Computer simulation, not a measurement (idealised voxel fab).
The following is a process module called voxel quadruple lines.
The cross-section shown here is cut; it is 225 nm wide and divided into square cells measuring 5 nm on a side.
If you're reading a cross-section in this doc, picture square cells in a grid; it comes to you as bands, top ones listed first down to the bottom, and a band can be one or more rows of cells.
Quick guide to a band line: top height, bottom height (nm) up front; then every material left to right with its width in nm. Only one material and it's marked "all across"? Then it fills the band edge to edge. And "empty" just means empty space.
Measure heights from 0. That's the level where, below it, the as-received wafer is all one material. The lowest band is bottomless and extends downward; write it as in "0..down".
The two numbers in a width such as "30->40" mark its ends across the band: the first belongs to the top row of cells, the second to the bottom row, and from each row to the next the width moves by the same amount.
A step reported as "nothing altered" is a step in which no cell of the cross-section changed.
In the "Enclosed cavity list" entry, you get each enclosed empty space of 8 cells or more, one with no open way to the top, written width x height at distance, distance from the left edge, in nm.
after a step's settings: what the simulator itself notes on the step
The "overlay nm" setting may appear on a step's line; for a step that uses a mask, it gives how far to the right of its planned position the mask lay, and a negative value indicates the left.

**The following list gives the planned process steps**
1 RECEIVE (material Si)
2 CONFORMAL_DEP (material Al2O3; thk nm 5)
3 DIRECTIONAL_DEP (material TiN; thk nm 15)
4 DIRECTIONAL_DEP (material polySi; thk nm 20)
5 DIRECTIONAL_DEP (material aC; thk nm 25)
6 PATTERN (tone cover; mask id MANDREL; material resist; width nm 25; pitch nm 80; thk nm 35; overlay nm 0)
7 DIRECTIONAL_ETCH (etch materials aC; depth nm 25)
8 STRIP (etch materials resist)
9 CONFORMAL_DEP (material SiO2; thk nm 15)
10 DIRECTIONAL_ETCH (etch materials SiO2; depth nm 15)
11 STRIP (etch materials aC)
12 DIRECTIONAL_ETCH (etch materials polySi; depth nm 20)
13 STRIP (etch materials SiO2)
14 CONFORMAL_DEP (material SiCN; thk nm 5)
15 DIRECTIONAL_ETCH (etch materials SiCN; depth nm 5)
16 STRIP (etch materials polySi)
17 DIRECTIONAL_ETCH (etch materials TiN; depth nm 15)
18 STRIP (etch materials SiCN)
19 FILL_DEP (material SiO2; thk nm 10)
20 CMP (height nm 20)

**The cross-section here shows the wafer as received, i.e. in its state after step 1**
> 0..down  Si all across
> Enclosed cavity list: none

**Cross-section, end of module. Start: as above. Plan: as above. Execution: one mistake**
> 20..5  SiO2 (35); TiN (5); SiO2 (15); TiN (5); SiO2 (15); TiN (5); SiO2 (15); TiN (5); SiO2 (15); TiN (5); SiO2 (15); TiN (5); SiO2 (15); TiN (5); SiO2 (15); TiN (5); SiO2 (45)
> 5..0  Al2O3 all across
> 0..down  Si all across
> Enclosed cavity list: none
Deviation from plan: step 6 did not happen as planned, as run it was PATTERN (tone cover; mask id MANDREL; material resist; width nm 25; pitch nm 80; thk nm 35; overlay nm -5)
